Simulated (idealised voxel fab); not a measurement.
Process module under the name voxel trench capacitor
Displayed cross-section: cut, width of 260 nm, square cells sized 5 nm.
Cross-sections here: square-cell grids, written as top-down lists of bands, a band being one or more rows of cells. What a band's entry tells you: where the top is and where the bottom is, as heights in nm, and after that what lies inside, material by material from left to right, each with its width in nm. Empty space is written as the word "air", and a single material marked with the word "full width" occupies the band from edge to edge. All heights in this document are referenced to 0, defined as the level beneath which the wafer, as received, consists entirely of one material. The lowest band is not bounded below; it extends indefinitely downward and is written in the form "z 0 and below". It should be noted that a width expressed as "30->40" varies in equal increments from row to row of cells within the band, taking the value of the first number at the top row and that of the second number at the bottom row. It should be understood that the words "remained unchanged", when stated for a given step, signify that the cross-section underwent no change in any of its cells during that step. Listed in "Closed void listing": every empty space of 8 or more cells without an open way to the top. Form: width x height at distance, the distance being from the left edge, all in nm. Where a step's line continues beyond its settings, the continuation is a remark by the simulator itself on that step. The setting "overlay nm" may be written on the line of a step. When the step uses a mask, the value reports how far to the right of the planned place the mask lay, and a negative value reports that it lay to the left.
## This section lists the process steps that were planned
| 1 | RECEIVE: material Si |
| 2 | CONFORMAL_DEP: material SiN, thk nm 5 |
| 3 | DIRECTIONAL_DEP: material aC, thk nm 15 |
| 4 | PATTERN: tone open, mask id TRENCH, material resist, width nm 25, pitch nm 45, thk nm 30, overlay nm 0 |
| 5 | DIRECTIONAL_ETCH: etch materials aC, depth nm 15 |
| 6 | STRIP: etch materials resist |
| 7 | DIRECTIONAL_ETCH: etch materials SiN, depth nm 5 |
| 8 | DIRECTIONAL_ETCH: etch materials Si, depth nm 35 |
| 9 | STRIP: etch materials aC |
| 10 | CONFORMAL_DEP: material Al2O3, thk nm 5 |
| 11 | FILL_DEP: material polySi, thk nm 10 |
| 12 | CMP: height nm 5 |
## Wafer cross-section on receipt, i.e. after step 1
	z 0 and below: Si full width
	Closed void listing: none
## Post-module cross-section: identical start and plan to those above, one misstep in execution
	z 5 to 0: 70 of SiN / 5 of aC / 15 of polySi / 5 of aC / 20 of SiN / 5 of aC / 15 of polySi / 5 of aC / 20 of SiN / 5 of aC / 15 of polySi / 5 of aC / 75 of SiN
	z 0 to -30: 70 of Si / 5 of aC / 15 of polySi / 5 of aC / 20 of Si / 5 of aC / 15 of polySi / 5 of aC / 20 of Si / 5 of aC / 15 of polySi / 5 of aC / 75 of Si
	z -30 to -35: 70 of Si / 25 of aC / 20 of Si / 25 of aC / 20 of Si / 25 of aC / 75 of Si
	z -35 and below: Si full width
	Closed void listing: none
The plan and the run diverged here: heads up, step 10 didn't go per plan, it actually ran as CONFORMAL_DEP: material aC, thk nm 5
